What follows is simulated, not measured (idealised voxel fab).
process module | voxel quadruple lines
cross-section cut | 280 nm wide | cells 5 nm
A cross-section is a grid of square cells, given in bands from the top down. A band is one or more rows of cells.
Each band's line starts with the height of the band's top and of its bottom, in nm. Then come its materials from left to right, each with its width in nm. One material with "throughout" fills the band from edge to edge. "air" is empty space.
Height 0 is the level under which the wafer as received is all one material. The lowest band goes on downwards, as in "0 down".
A width such as "30 to 40" changes by the same amount from each row of cells to the next, from the band's top row to its bottom row.
"no change" after a step means that no cell of the cross-section changed.
closed voids: empty space of 8 cells or more with no open way to the top, each as width x height at its distance from the left edge, in nm
after a step's settings: what the simulator itself notes on the step
overlay nm, on a step with a mask: how far to the right of its planned place the mask lay; to the left if negative
plan
1 op RECEIVE | material Si
2 op CONFORMAL_DEP | material SiO2 | thk nm 10
3 op DIRECTIONAL_DEP | material W | thk nm 10
4 op DIRECTIONAL_DEP | material polySi | thk nm 20
5 op DIRECTIONAL_DEP | material aC | thk nm 20
6 op PATTERN | tone cover | mask id MANDREL | material resist | width nm 20 | pitch nm 60 | thk nm 25 | overlay nm 0
7 op DIRECTIONAL_ETCH | etch materials aC | depth nm 20
8 op STRIP | etch materials resist
9 op CONFORMAL_DEP | material SiO2 | thk nm 10
10 op DIRECTIONAL_ETCH | etch materials SiO2 | depth nm 10
11 op STRIP | etch materials aC
12 op DIRECTIONAL_ETCH | etch materials polySi | depth nm 20
13 op STRIP | etch materials SiO2
14 op CONFORMAL_DEP | material SiCN | thk nm 5
15 op DIRECTIONAL_ETCH | etch materials SiCN | depth nm 5
16 op STRIP | etch materials polySi
17 op DIRECTIONAL_ETCH | etch materials W | depth nm 10
18 op STRIP | etch materials SiCN
first wafer, as planned
as received, after step 1
  0 down: Si throughout
  closed voids: none
after step 2
  10 to 0: SiO2 throughout
  below 0: unchanged
after step 3
  20 to 10: W throughout
  below 10: unchanged
after step 4
  40 to 20: polySi throughout
  below 20: unchanged
after step 5
  60 to 40: aC throughout
  below 40: unchanged
after step 6
  85 to 60: air 100 | resist 20 | air 40 | resist 20 | air 100
  below 60: unchanged
after step 7
  65 to 60: air 100 | resist 20 | air 40 | resist 20 | air 100
  60 to 40: air 100 | aC 20 | air 40 | aC 20 | air 100
  below 40: unchanged
after step 8
  60 to 40: air 100 | aC 20 | air 40 | aC 20 | air 100
  below 40: unchanged
after step 9
  70 to 60: air 90 | SiO2 40 | air 20 | SiO2 40 | air 90
  60 to 50: air 90 | SiO2 10 | aC 20 | SiO2 10 | air 20 | SiO2 10 | aC 20 | SiO2 10 | air 90
  50 to 40: SiO2 100 | aC 20 | SiO2 40 | aC 20 | SiO2 100
  below 40: unchanged
after step 10
  60 to 40: air 90 | SiO2 10 | aC 20 | SiO2 10 | air 20 | SiO2 10 | aC 20 | SiO2 10 | air 90
  below 40: unchanged
after step 11
  60 to 40: air 90 | SiO2 10 | air 20 | SiO2 10 | air 20 | SiO2 10 | air 20 | SiO2 10 | air 90
  below 40: unchanged
after step 12
  60 to 40: air 90 | SiO2 10 | air 20 | SiO2 10 | air 20 | SiO2 10 | air 20 | SiO2 10 | air 90
  40 to 20: air 90 | polySi 10 | air 20 | polySi 10 | air 20 | polySi 10 | air 20 | polySi 10 | air 90
  below 20: unchanged
after step 13
  40 to 20: air 90 | polySi 10 | air 20 | polySi 10 | air 20 | polySi 10 | air 20 | polySi 10 | air 90
  below 20: unchanged
after step 14
  45 to 40: air 85 | SiCN 20 | air 10 | SiCN 20 | air 10 | SiCN 20 | air 10 | SiCN 20 | air 85
  40 to 25: air 85 | SiCN 5 | polySi 10 | SiCN 5 | air 10 | SiCN 5 | polySi 10 | SiCN 5 | air 10 | SiCN 5 | polySi 10 | SiCN 5 | air 10 | SiCN 5 | polySi 10 | SiCN 5 | air 85
  25 to 20: SiCN 90 | polySi 10 | SiCN 20 | polySi 10 | SiCN 20 | polySi 10 | SiCN 20 | polySi 10 | SiCN 90
  below 20: unchanged
after step 15
  40 to 20: air 85 | SiCN 5 | polySi 10 | SiCN 5 | air 10 | SiCN 5 | polySi 10 | SiCN 5 | air 10 | SiCN 5 | polySi 10 | SiCN 5 | air 10 | SiCN 5 | polySi 10 | SiCN 5 | air 85
  below 20: unchanged
after step 16
  40 to 20: air 85 | SiCN 5 | air 10 | SiCN 5 | air 10 | SiCN 5 | air 10 | SiCN 5 | air 10 | SiCN 5 | air 10 | SiCN 5 | air 10 | SiCN 5 | air 10 | SiCN 5 | air 85
  below 20: unchanged
after step 17
  40 to 20: air 85 | SiCN 5 | air 10 | SiCN 5 | air 10 | SiCN 5 | air 10 | SiCN 5 | air 10 | SiCN 5 | air 10 | SiCN 5 | air 10 | SiCN 5 | air 10 | SiCN 5 | air 85
  20 to 10: air 85 | W 5 | air 10 | W 5 | air 10 | W 5 | air 10 | W 5 | air 10 | W 5 | air 10 | W 5 | air 10 | W 5 | air 10 | W 5 | air 85
  below 10: unchanged
after step 18
  20 to 10: air 85 | W 5 | air 10 | W 5 | air 10 | W 5 | air 10 | W 5 | air 10 | W 5 | air 10 | W 5 | air 10 | W 5 | air 10 | W 5 | air 85
  below 10: unchanged
second wafer: like start, like plan, one mistake. Through step 4 it matches the first wafer
when step 5 should have ended
  60 to 40: W throughout
  below 40: unchanged
when step 6 should have ended
  85 to 60: air 100 | resist 20 | air 40 | resist 20 | air 100
  below 60: unchanged
when step 7 should have ended
  65 to 60: air 100 | resist 20 | air 40 | resist 20 | air 100
  below 60: unchanged
when step 8 should have ended
  60 to 40: W throughout
  below 40: unchanged
when step 9 should have ended
  70 to 60: SiO2 throughout
  below 60: unchanged
when step 10 should have ended
  60 to 40: W throughout
  below 40: unchanged
when step 11 should have ended: no change
when step 12 should have ended: no change
when step 13 should have ended: no change
when step 14 should have ended
  65 to 60: SiCN throughout
  below 60: unchanged
when step 15 should have ended
  60 to 40: W throughout
  below 40: unchanged
when step 16 should have ended: no change
when step 17 should have ended
  50 to 40: W throughout
  below 40: unchanged
when step 18 should have ended: no change
what went wrong: step 5 ran as: op DIRECTIONAL_DEP | material W | thk nm 20
at the end the second wafer has, in cells: 208 more of W | 224 more of polySi
